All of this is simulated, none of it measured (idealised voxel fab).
voxel local oxidation: a process module
Section shown: cut. Width: 160 nm. Cell size: 5 nm, square.
Cross-section spec: square-cell grid; bands listed top down; each band is one or more rows. This entry defines a band. It first specifies the height of the band's top and the height of its bottom in nm, and then specifies the band's materials from left to right, stating each material with its width in nm. The word "all across" identifies a single material that fills the band from edge to edge, while the word "air" identifies empty space. Note: height 0 marks the level under which the wafer is uniformly one material as received. Lowest band unbounded below, written "0 and below". The width entry "30 to 40" should be interpreted row by row: the top row of cells in the band takes the first number, the bottom row takes the second number, and the change between adjacent rows is uniform throughout. The cross-section has no changed cell in any step marked "no change occurred". Reported under the label "Catalogued sealed voids" are the empty spaces having no open way to the top and comprising 8 cells or more; the notation for each is width x height at distance, in which the distance is measured from the left edge and all three values are in nm. Step line, after settings: the simulator's comment on this step. "overlay nm" answers the question of how far to the right of plan the mask lay on a step that has a mask, and when it is negative the answer is to the left.

## Process steps - plan
| 1 | RECEIVE [material Si] |
| 2 | CONFORMAL_DEP [material SiO2] [thk nm 5] |
| 3 | CONFORMAL_DEP [material SiN] [thk nm 15] |
| 4 | DIRECTIONAL_DEP [material aC] [thk nm 15] |
| 5 | PATTERN [tone cover] [mask id ACTIVE] [material resist] [width nm 100] [thk nm 30] [overlay nm 0] |
| 6 | DIRECTIONAL_ETCH [etch materials aC] [depth nm 15] |
| 7 | STRIP [etch materials resist] |
| 8 | DIRECTIONAL_ETCH [etch materials SiN] [depth nm 15] |
| 9 | STRIP [etch materials aC] |
| 10 | SELECTIVE_ETCH [etch materials SiO2] [depth nm 5] |
| 11 | OXIDIZE [depth nm 10] |
| 12 | STRIP [etch materials SiN] |

## Step 1 complete: cross-section of the wafer as received
	0 and below: Si all across
	Catalogued sealed voids: none

## The cross-section shown corresponds to the wafer at the conclusion of the module. The initial structure and the process plan are those presented above; however, one mistake occurred in executing the plan
	30 down to 20: SiO2 all across
	20 down to 5: SiN all across
	5 down to 0: SiO2 all across
	0 and below: Si all across
	Catalogued sealed voids: none
Short version of what went wrong: for step 4, the planned setting was not used; the step was instead run as DIRECTIONAL_DEP [material SiO2] [thk nm 15]
